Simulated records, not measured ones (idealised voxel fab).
The process module that follows is named voxel released beams.
This is section cut - it's 265 nm across, gridded in 5 nm square cells.
Bands, listed from the top down, are how a cross-section gets written in this document; the cross-section itself is a grid of square cells, and a band is one or more rows of them.
What a band's entry tells you: where the top is and where the bottom is, as heights in nm, and after that what lies inside, material by material from left to right, each with its width in nm. Empty space is written as the word "empty", and a single material marked with the word "full width" occupies the band from edge to edge.
The reference from which all heights are counted is 0, the level beneath which the as-received wafer is entirely one material; the lowest band, having no lower bound, proceeds downward and is written after the example "0 down".
A width such as "30->40" changes by the same amount from each row of cells to the next, from the band's top row to its bottom row.
Any step labelled "no alteration" changed none of the cells in the cross-section.
The label "Enclosed internal cavities" introduces a list of the empty spaces, 8 cells or larger, that have no open way up to the top; each entry in it reads width x height at distance, where the distance is taken from the left edge and all three are stated in nm.
If you see something after the settings on a step's line, that's the simulator's own remark about that step.
overlay nm, on a step with a mask: how far to the right of its planned place the mask lay; to the left if negative

Here's what the planned process steps look like:
| 1 | RECEIVE: material Si |
| 2 | CONFORMAL_DEP: material SiN, thk nm 10 |
| 3 | DIRECTIONAL_DEP: material SiO2, thk nm 15 |
| 4 | DIRECTIONAL_DEP: material aC, thk nm 15 |
| 5 | PATTERN: tone open, mask id ANCHOR, material resist, width nm 25, thk nm 35, overlay nm 0 |
| 6 | DIRECTIONAL_ETCH: etch materials aC, depth nm 15 |
| 7 | STRIP: etch materials resist |
| 8 | DIRECTIONAL_ETCH: etch materials SiO2, depth nm 15 |
| 9 | STRIP: etch materials aC |
| 10 | CONFORMAL_DEP: material polySi, thk nm 10 |
| 11 | PATTERN: tone cover, mask id BEAM, material resist, width nm 70, thk nm 20, overlay nm 0 |
| 12 | DIRECTIONAL_ETCH: etch materials polySi, depth nm 10 |
| 13 | STRIP: etch materials resist |
| 14 | STRIP: etch materials SiO2 |

First wafer of two (run as planned):

Incoming wafer in cross-section (state: after step 1):
> 0 down  Si full width
> Enclosed internal cavities: none

You're looking at a cross-section of the wafer after step 2:
> 10 to 0  SiN full width
> Lower than 0, everything is as it was.

You're looking at a cross-section of the wafer after step 3:
> 25 to 10  SiO2 full width
> Lower than 10, everything is as it was.

You're looking at a cross-section of the wafer after step 4:
> 40 to 25  aC full width
> Lower than 25, everything is as it was.

You're looking at a cross-section of the wafer after step 5:
> 75 to 40  resist 100 / empty 25 / resist 140
> Lower than 40, everything is as it was.

You're looking at a cross-section of the wafer after step 6:
> 60 to 40  resist 100 / empty 25 / resist 140
> 40 to 25  aC 100 / empty 25 / aC 140
> Lower than 25, everything is as it was.

You're looking at a cross-section of the wafer after step 7:
> 40 to 25  aC 100 / empty 25 / aC 140
> Lower than 25, everything is as it was.

You're looking at a cross-section of the wafer after step 8:
> 40 to 25  aC 100 / empty 25 / aC 140
> 25 to 10  SiO2 100 / empty 25 / SiO2 140
> Lower than 10, everything is as it was.

You're looking at a cross-section of the wafer after step 9:
> 25 to 10  SiO2 100 / empty 25 / SiO2 140
> Lower than 10, everything is as it was.

You're looking at a cross-section of the wafer after step 10:
> 35 to 25  polySi 110 / empty 5 / polySi 150
> 25 to 20  SiO2 100 / polySi 10 / empty 5 / polySi 10 / SiO2 140
> 20 to 10  SiO2 100 / polySi 25 / SiO2 140
> Lower than 10, everything is as it was.

You're looking at a cross-section of the wafer after step 11:
> 55 to 35  empty 95 / resist 70 / empty 100
> 35 to 25  polySi 110 / resist 5 / polySi 150
> 25 to 20  SiO2 100 / polySi 10 / resist 5 / polySi 10 / SiO2 140
> Lower than 20, everything is as it was.

You're looking at a cross-section of the wafer after step 12:
> 55 to 35  empty 95 / resist 70 / empty 100
> 35 to 25  empty 95 / polySi 15 / resist 5 / polySi 50 / empty 100
> Lower than 25, everything is as it was.

You're looking at a cross-section of the wafer after step 13:
> 35 to 25  empty 95 / polySi 15 / empty 5 / polySi 50 / empty 100
> 25 to 20  SiO2 100 / polySi 10 / empty 5 / polySi 10 / SiO2 140
> Lower than 20, everything is as it was.

You're looking at a cross-section of the wafer after step 14:
> 35 to 25  empty 95 / polySi 15 / empty 5 / polySi 50 / empty 100
> 25 to 20  empty 100 / polySi 10 / empty 5 / polySi 10 / empty 140
> 20 to 10  empty 100 / polySi 25 / empty 140
> Lower than 10, everything is as it was.

Companion wafer, the second of two: same beginning, same intended sequence, one mistake in carrying it out; through step 4 inclusive it tracks the first exactly:

Second wafer, section view, time point: scheduled end of step 5:
> 75 to 40  resist 95 / empty 35 / resist 135
> Lower than 40, everything is as it was.

Second wafer, section view, time point: scheduled end of step 6:
> 60 to 40  resist 95 / empty 35 / resist 135
> 40 to 25  aC 95 / empty 35 / aC 135
> Lower than 25, everything is as it was.

Second wafer, section view, time point: scheduled end of step 7:
> 40 to 25  aC 95 / empty 35 / aC 135
> Lower than 25, everything is as it was.

Second wafer, section view, time point: scheduled end of step 8:
> 40 to 25  aC 95 / empty 35 / aC 135
> 25 to 10  SiO2 95 / empty 35 / SiO2 135
> Lower than 10, everything is as it was.

Second wafer, section view, time point: scheduled end of step 9:
> 25 to 10  SiO2 95 / empty 35 / SiO2 135
> Lower than 10, everything is as it was.

Second wafer, section view, time point: scheduled end of step 10:
> 35 to 25  polySi 105 / empty 15 / polySi 145
> 25 to 20  SiO2 95 / polySi 10 / empty 15 / polySi 10 / SiO2 135
> 20 to 10  SiO2 95 / polySi 35 / SiO2 135
> Lower than 10, everything is as it was.

Second wafer, section view, time point: scheduled end of step 11:
> 55 to 35  empty 95 / resist 70 / empty 100
> 35 to 25  polySi 105 / resist 15 / polySi 145
> 25 to 20  SiO2 95 / polySi 10 / resist 15 / polySi 10 / SiO2 135
> Lower than 20, everything is as it was.

Second wafer, section view, time point: scheduled end of step 12:
> 55 to 35  empty 95 / resist 70 / empty 100
> 35 to 25  empty 95 / polySi 10 / resist 15 / polySi 45 / empty 100
> Lower than 25, everything is as it was.

Second wafer, section view, time point: scheduled end of step 13:
> 35 to 25  empty 95 / polySi 10 / empty 15 / polySi 45 / empty 100
> 25 to 20  SiO2 95 / polySi 10 / empty 15 / polySi 10 / SiO2 135
> Lower than 20, everything is as it was.

Second wafer, section view, time point: scheduled end of step 14:
> 35 to 25  empty 95 / polySi 10 / empty 15 / polySi 45 / empty 100
> 25 to 20  empty 95 / polySi 10 / empty 15 / polySi 10 / empty 135
> 20 to 10  empty 95 / polySi 35 / empty 135
> Lower than 10, everything is as it was.
The plan and the run diverged here: step 5 went in with a setting other than planned; the actual run was PATTERN: tone open, mask id ANCHOR, material resist, width nm 35, thk nm 35, overlay nm 0
Upon completion, the cell count for each material on the second wafer equals that on the first, whereas the spatial distribution of those cells differs.
